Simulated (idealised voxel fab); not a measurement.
process module | voxel gate over fins
cross-section cut | 195 nm wide | cells 5 nm
A cross-section is a grid of square cells, given in bands from the top down. A band is one or more rows of cells.
Each band's line starts with the height of the band's top and of its bottom, in nm. Then come its materials from left to right, each with its width in nm. One material with "throughout" fills the band from edge to edge. "air" is empty space.
Height 0 is the level under which the wafer as received is all one material. The lowest band goes on downwards, as in "0 down".
A width such as "30 to 40" changes by the same amount from each row of cells to the next, from the band's top row to its bottom row.
"no change" after a step means that no cell of the cross-section changed.
closed voids: empty space of 8 cells or more with no open way to the top, each as width x height at its distance from the left edge, in nm
after a step's settings: what the simulator itself notes on the step
overlay nm, on a step with a mask: how far to the right of its planned place the mask lay; to the left if negative
plan
1 op RECEIVE | material Si
2 op CONFORMAL_DEP | material SiN | thk nm 10
3 op PATTERN | tone cover | mask id FINS | material resist | width nm 15 | pitch nm 40 | thk nm 15 | overlay nm 0
4 op DIRECTIONAL_ETCH | etch materials SiN | depth nm 10
5 op DIRECTIONAL_ETCH | etch materials Si | depth nm 30
6 op STRIP | etch materials resist
7 op OXIDIZE | depth nm 5
8 op FILL_DEP | material SiO2 | thk nm 5
9 op CMP | height nm 10
10 op SELECTIVE_ETCH | etch materials SiO2 | depth nm 25
11 op STRIP | etch materials SiN
12 op CONFORMAL_DEP | material HfO2 | thk nm 5
13 op CONFORMAL_DEP | material TiN | thk nm 5
14 op CONFORMAL_DEP | material TiAl | thk nm 5
15 op CONFORMAL_DEP | material TiN | thk nm 5
16 op FILL_DEP | material W | thk nm 15
17 op CMP | height nm 30
18 op CONFORMAL_DEP | material SiCN | thk nm 5
as received, after step 1
  0 down: Si throughout
  closed voids: none
first wafer at the end, as planned
  35 to 30: SiCN throughout
  30 to 20: W throughout
  20 to 15: W 55 | TiN 85 | W 55
  15 to 10: W 55 | TiN 5 | TiAl 35 | TiN 5 | TiAl 35 | TiN 5 | W 55
  10 to 5: W 55 | TiN 5 | TiAl 5 | TiN 25 | TiAl 5 | TiN 5 | TiAl 5 | TiN 25 | TiAl 5 | TiN 5 | W 55
  5 to 0: TiN 60 | TiAl 5 | TiN 5 | HfO2 15 | TiN 5 | TiAl 5 | TiN 5 | TiAl 5 | TiN 5 | HfO2 15 | TiN 5 | TiAl 5 | TiN 60
  0 to -5: TiAl 65 | TiN 5 | HfO2 5 | Si 5 | HfO2 5 | TiN 5 | TiAl 15 | TiN 5 | HfO2 5 | Si 5 | HfO2 5 | TiN 5 | TiAl 65
  -5 to -10: TiN 70 | HfO2 5 | Si 5 | HfO2 5 | TiN 25 | HfO2 5 | Si 5 | HfO2 5 | TiN 70
  -10 to -15: HfO2 75 | Si 5 | HfO2 35 | Si 5 | HfO2 75
  -15 to -35: SiO2 75 | Si 5 | SiO2 35 | Si 5 | SiO2 75
  -35 down: Si throughout
  closed voids: none
second wafer at the end: like start, like plan, one mistake
  35 to 30: SiCN throughout
  30 to 20: W throughout
  20 to 15: W 55 | TiN 90 | W 50
  15 to 10: W 55 | TiN 5 | TiAl 80 | TiN 5 | W 50
  10 to 5: W 55 | TiN 5 | TiAl 5 | TiN 30 | TiAl 10 | TiN 30 | TiAl 5 | TiN 5 | W 50
  5 to 0: TiN 60 | TiAl 5 | TiN 5 | HfO2 20 | TiN 5 | TiAl 10 | TiN 5 | HfO2 20 | TiN 5 | TiAl 5 | TiN 55
  0 to -5: TiAl 65 | TiN 5 | HfO2 5 | Si 10 | HfO2 5 | TiN 5 | TiAl 10 | TiN 5 | HfO2 5 | Si 10 | HfO2 5 | TiN 5 | TiAl 60
  -5 to -10: TiN 70 | HfO2 5 | Si 10 | HfO2 5 | TiN 20 | HfO2 5 | Si 10 | HfO2 5 | TiN 65
  -10 to -15: HfO2 75 | Si 10 | HfO2 30 | Si 10 | HfO2 70
  -15 to -35: SiO2 75 | Si 10 | SiO2 30 | Si 10 | SiO2 70
  -35 down: Si throughout
  closed voids: none
what went wrong: step 3 ran as: op PATTERN | tone cover | mask id FINS | material resist | width nm 20 | pitch nm 40 | thk nm 15 | overlay nm 0
at the end the second wafer has, in cells: 14 more of Si | 8 fewer of SiO2 | 3 fewer of TiN | 3 fewer of W
